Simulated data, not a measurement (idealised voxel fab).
The name of this process module is voxel capacitor over wiring.
Cross-sectional view cut (width: 160 nm; square cell size: 5 nm).
Cross-section = grid of square cells, listed top down in bands; band = one or more rows.
Top, bottom (nm), then materials left to right with widths (nm); lone material tagged "all across" fills the whole band edge to edge; "blank" = empty space.
Counting heights begins at 0, where everything beneath is, in the wafer as received, one material. The lowest band has no bottom; it goes on downwards, as "0 down" shows.
A width given as "30..40" starts at the first number in the band's top row and ends at the second number in its bottom row, shifting by an equal amount at every step from row to row.
"no change occurred", as given for a step, is the statement that not any cell of the cross-section underwent a change during that step.
Listed in "Closed internal voids": every empty space of 8 or more cells without an open way to the top. Form: width x height at distance, the distance being from the left edge, all in nm.
If you see something after the settings on a step's line, that's the simulator's own remark about that step.
overlay nm, on a step with a mask: how far to the right of its planned place the mask lay; to the left if negative
# These are the steps we planned for the process
1) RECEIVE [material Si]
2) CONFORMAL_DEP [material SiO2] [thk nm 10]
3) DIRECTIONAL_DEP [material TiN] [thk nm 5]
4) DIRECTIONAL_DEP [material Ru] [thk nm 20]
5) PATTERN [tone cover] [mask id METAL_1] [material resist] [width nm 25] [pitch nm 75] [thk nm 15] [overlay nm 0]
6) DIRECTIONAL_ETCH [etch materials Ru] [depth nm 20]
7) DIRECTIONAL_ETCH [etch materials TiN] [depth nm 5]
8) STRIP [etch materials resist]
9) CONFORMAL_DEP [material SiCN] [thk nm 5]
10) FILL_DEP [material lowk] [thk nm 10]
11) CMP [height nm 35]
12) CONFORMAL_DEP [material SiCN] [thk nm 5]
13) DIRECTIONAL_DEP [material lowk] [thk nm 10]
14) PATTERN [tone open] [mask id PLUG_1] [material resist] [width nm 15] [thk nm 15] [overlay nm 0]
15) DIRECTIONAL_ETCH [etch materials lowk] [depth nm 10]
16) DIRECTIONAL_ETCH [etch materials SiCN] [depth nm 5]
17) STRIP [etch materials resist]
18) CONFORMAL_DEP [material TiN] [thk nm 5]
19) FILL_DEP [material Cu] [thk nm 5]
20) CMP [height nm 50]
21) DIRECTIONAL_DEP [material TiN] [thk nm 5]
22) DIRECTIONAL_DEP [material Al2O3] [thk nm 5]
23) DIRECTIONAL_DEP [material TiN] [thk nm 10]
24) MASKED_ETCH [tone cover] [mask id UPPER_PLATE] [width nm 55] [etch materials TiN] [depth nm 10] [overlay nm 0]
25) MASKED_ETCH [tone cover] [mask id UPPER_PLATE] [width nm 55] [etch materials Al2O3] [depth nm 5] [overlay nm 0]
26) MASKED_ETCH [tone cover] [mask id LOWER_PLATE] [width nm 65] [etch materials TiN] [depth nm 5] [overlay nm 0]
27) FILL_DEP [material SiO2] [thk nm 15]
28) CMP [height nm 80]
29) DIRECTIONAL_DEP [material aC] [thk nm 15]
30) PATTERN [tone open] [mask id PLUG_2] [material resist] [width nm 15] [thk nm 35] [overlay nm 0]
31) DIRECTIONAL_ETCH [etch materials aC] [depth nm 15]
32) STRIP [etch materials resist]
33) DIRECTIONAL_ETCH [etch materials SiO2] [depth nm 10]
34) STRIP [etch materials aC]
35) CONFORMAL_DEP [material TiN] [thk nm 5]
36) FILL_DEP [material Cu] [thk nm 10]
37) CMP [height nm 80]
38) CONFORMAL_DEP [material SiCN] [thk nm 5]
# Shown in cross-section is the wafer as received, that is, as it stands after step 1
* 0 down: Si all across
* Closed internal voids: none
# The plan above was carried out on the starting structure above with one mistake, and this cross-section shows the wafer at the end of the module
* 85 to 80: SiCN all across
* 80 to 75: SiO2: 50 | TiN: 5 | Cu: 5 | TiN: 5 | SiO2: 95
* 75 to 70: SiO2: 50 | TiN: 15 | SiO2: 95
* 70 to 65: SiO2: 35 | TiN: 5 | SiO2: 55 | TiN: 5 | SiO2: 60
* 65 to 60: TiN: 40 | SiO2: 55 | TiN: 65
* 60 to 55: Al2O3 all across
* 55 to 50: TiN all across
* 50 to 40: lowk: 40 | TiN: 5 | Cu: 5 | TiN: 5 | lowk: 105
* 40 to 35: SiCN: 40 | TiN: 15 | SiCN: 105
* 35 to 15: lowk: 25 | SiCN: 5 | Ru: 25 | SiCN: 5 | lowk: 40 | SiCN: 5 | Ru: 25 | SiCN: 5 | lowk: 25
* 15 to 10: SiCN: 30 | TiN: 25 | SiCN: 50 | TiN: 25 | SiCN: 30
* 10 to 0: SiO2 all across
* 0 down: Si all across
* Closed internal voids: none
Where did the run depart from the plan? step 24 ran differently from the plan; actual operation with settings: MASKED_ETCH [tone open] [mask id UPPER_PLATE] [width nm 55] [etch materials TiN] [depth nm 10] [overlay nm 0]
